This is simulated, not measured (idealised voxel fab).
The following is a process module called voxel released beams.
Square cell edge 5 nm, section width 290 nm, ID cut.
If you're reading a cross-section in this doc, picture square cells in a grid; it comes to you as bands, top ones listed first down to the bottom, and a band can be one or more rows of cells.
Basically the band line says how high the top is and how high the bottom is, in nm, and then what's in it from left to right, every material with its width in nm. Empty space shows up as "air", and if a single material carries "full width" it runs the full band edge to edge.
Height 0 is the level under which the wafer as received is all one material. The lowest band goes on downwards, as in "0 -> down".
Width spec "30 to 40" -> top row of cells at first value, bottom row at second value, equal per-row change in between.
Step note "nothing was modified" = no cross-section cell changed.
"Completely sealed voids" means: voids of 8 cells or more that are shut off from the top with no open way through. Written width x height at distance, distance from the left edge, in nm.
Post-settings text on a step line: simulator's own remark regarding the step.
The line of a step may include "overlay nm". On a step with a mask, this value is how far to the right of its planned place the mask lay. A negative value means the mask lay to the left.
The steps planned for the process are as follows
1) RECEIVE | material Si
2) CONFORMAL_DEP | material SiN | thk nm 10
3) DIRECTIONAL_DEP | material SiO2 | thk nm 10
4) MASKED_ETCH | tone open | mask id ANCHOR | width nm 45 | etch materials SiO2 | depth nm 10 | overlay nm 0
5) CONFORMAL_DEP | material polySi | thk nm 15
6) MASKED_ETCH | tone cover | mask id BEAM | width nm 90 | etch materials polySi | depth nm 15 | overlay nm 0
7) STRIP | etch materials SiO2
The first of two wafers, run as planned
Cross-section of the wafer as it came to us, i.e., already through step 1
    0 -> down = Si full width
    Completely sealed voids: none
How the wafer stands in section after step 2
    10 -> 0 = SiN full width
    Heights below 0 show no change.
How the wafer stands in section after step 3
    20 -> 10 = SiO2 full width
    Heights below 10 show no change.
How the wafer stands in section after step 4
    20 -> 10 = SiO2 100 / air 45 / SiO2 145
    Heights below 10 show no change.
How the wafer stands in section after step 5
    35 -> 25 = polySi 115 / air 15 / polySi 160
    25 -> 20 = polySi full width
    20 -> 10 = SiO2 100 / polySi 45 / SiO2 145
    Heights below 10 show no change.
How the wafer stands in section after step 6
    35 -> 25 = air 95 / polySi 20 / air 15 / polySi 55 / air 105
    25 -> 20 = air 95 / polySi 90 / air 105
    Heights below 20 show no change.
How the wafer stands in section after step 7
    35 -> 25 = air 95 / polySi 20 / air 15 / polySi 55 / air 105
    25 -> 20 = air 95 / polySi 90 / air 105
    20 -> 10 = air 100 / polySi 45 / air 145
    Heights below 10 show no change.
Wafer two: like wafer one in start and plan, but with one mistake in execution; identical up to and including step 2
At the planned end of step 3, the second wafer in cross-section: nothing was modified
At the planned end of step 4, the second wafer in cross-section: nothing was modified
At the planned end of step 5, the second wafer in cross-section
    25 -> 10 = polySi full width
    Heights below 10 show no change.
At the planned end of step 6, the second wafer in cross-section
    25 -> 10 = air 95 / polySi 90 / air 105
    Heights below 10 show no change.
At the planned end of step 7, the second wafer in cross-section: nothing was modified
Plan not followed: step 3 of the plan did not run at all; it was left out
Looking at both finished wafers in cells, the second ends up ahead of or behind the first on some materials: polySi -12
